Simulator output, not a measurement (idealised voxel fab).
process module | voxel capacitor over wiring
cross-section cut | 245 nm wide | cells 5 nm
A cross-section is a grid of square cells, given in bands from the top down. A band is one or more rows of cells.
Each band's line starts with the height of the band's top and of its bottom, in nm. Then come its materials from left to right, each with its width in nm. One material with "throughout" fills the band from edge to edge. "air" is empty space.
Height 0 is the level under which the wafer as received is all one material. The lowest band goes on downwards, as in "0 down".
A width such as "30 to 40" changes by the same amount from each row of cells to the next, from the band's top row to its bottom row.
"no change" after a step means that no cell of the cross-section changed.
closed voids: empty space of 8 cells or more with no open way to the top, each as width x height at its distance from the left edge, in nm
after a step's settings: what the simulator itself notes on the step
overlay nm, on a step with a mask: how far to the right of its planned place the mask lay; to the left if negative
plan
1 op RECEIVE | material Si
2 op CONFORMAL_DEP | material SiO2 | thk nm 15
3 op DIRECTIONAL_DEP | material TiN | thk nm 5
4 op DIRECTIONAL_DEP | material Ru | thk nm 20
5 op PATTERN | tone cover | mask id METAL_1 | material resist | width nm 25 | pitch nm 75 | thk nm 20 | overlay nm 0
6 op DIRECTIONAL_ETCH | etch materials Ru | depth nm 20
7 op DIRECTIONAL_ETCH | etch materials TiN | depth nm 5
8 op STRIP | etch materials resist
9 op CONFORMAL_DEP | material SiCN | thk nm 5
10 op FILL_DEP | material SiO2 | thk nm 10
11 op CMP | height nm 40
12 op CONFORMAL_DEP | material SiCN | thk nm 5
13 op DIRECTIONAL_DEP | material lowk | thk nm 20
14 op MASKED_ETCH | tone open | mask id PLUG_1 | width nm 15 | etch materials lowk | depth nm 20 | overlay nm 0
15 op MASKED_ETCH | tone open | mask id PLUG_1 | width nm 15 | etch materials SiCN | depth nm 5 | overlay nm 0
16 op EPI | material Ru | thk nm 10
17 op EPI | material Ru | thk nm 10
18 op EPI | material Ru | thk nm 5
19 op DIRECTIONAL_DEP | material TiN | thk nm 10
20 op DIRECTIONAL_DEP | material SiN | thk nm 5
21 op DIRECTIONAL_DEP | material TiN | thk nm 5
22 op MASKED_ETCH | tone cover | mask id UPPER_PLATE | width nm 55 | etch materials TiN | depth nm 5 | overlay nm 0
23 op MASKED_ETCH | tone cover | mask id UPPER_PLATE | width nm 55 | etch materials SiN | depth nm 5 | overlay nm 0
24 op MASKED_ETCH | tone cover | mask id LOWER_PLATE | width nm 65 | etch materials TiN | depth nm 10 | overlay nm 0
25 op FILL_DEP | material SiO2 | thk nm 15
26 op CMP | height nm 95
27 op DIRECTIONAL_DEP | material aC | thk nm 10
28 op PATTERN | tone open | mask id PLUG_2 | material resist | width nm 15 | thk nm 25 | overlay nm 0
29 op DIRECTIONAL_ETCH | etch materials aC | depth nm 10
30 op STRIP | etch materials resist
31 op DIRECTIONAL_ETCH | etch materials SiO2 | depth nm 10
32 op STRIP | etch materials aC
33 op CONFORMAL_DEP | material TiN | thk nm 5
34 op FILL_DEP | material Cu | thk nm 10
35 op CMP | height nm 95
36 op CONFORMAL_DEP | material SiN | thk nm 5
as received, after step 1
  0 down: Si throughout
  closed voids: none
a wafer at the end: this start, this plan, one mistake
  100 to 95: SiN throughout
  95 to 90: SiO2 90 | TiN 5 | Cu 5 | TiN 5 | SiO2 140
  90 to 80: SiO2 90 to 95 | TiN 15 to 40 | SiO2 140 to 110
  80 to 75: SiO2 95 | SiN 40 | SiO2 110
  75 to 65: SiO2 75 | TiN 5 | SiO2 15 | TiN 45 | SiO2 105
  65 to 60: lowk 80 | SiO2 15 | lowk 150
  60 to 55: lowk 80 | TiN 15 | lowk 150
  55 to 50: lowk 80 | SiN 15 | lowk 150
  50 to 45: lowk 80 | TiN 15 | lowk 150
  45 to 40: SiCN 80 | TiN 15 | SiCN 150
  40 to 35: SiO2 65 | SiCN 35 | SiO2 40 | SiCN 35 | SiO2 70
  35 to 15: SiO2 65 | SiCN 5 | Ru 25 | SiCN 5 | SiO2 40 | SiCN 5 | Ru 25 | SiCN 5 | SiO2 70
  15 to 10: SiCN 70 | TiN 25 | SiCN 50 | TiN 25 | SiCN 75
  10 to 0: SiO2 throughout
  0 down: Si throughout
  closed voids: none
what went wrong: step 2 ran as: op CONFORMAL_DEP | material SiO2 | thk nm 10
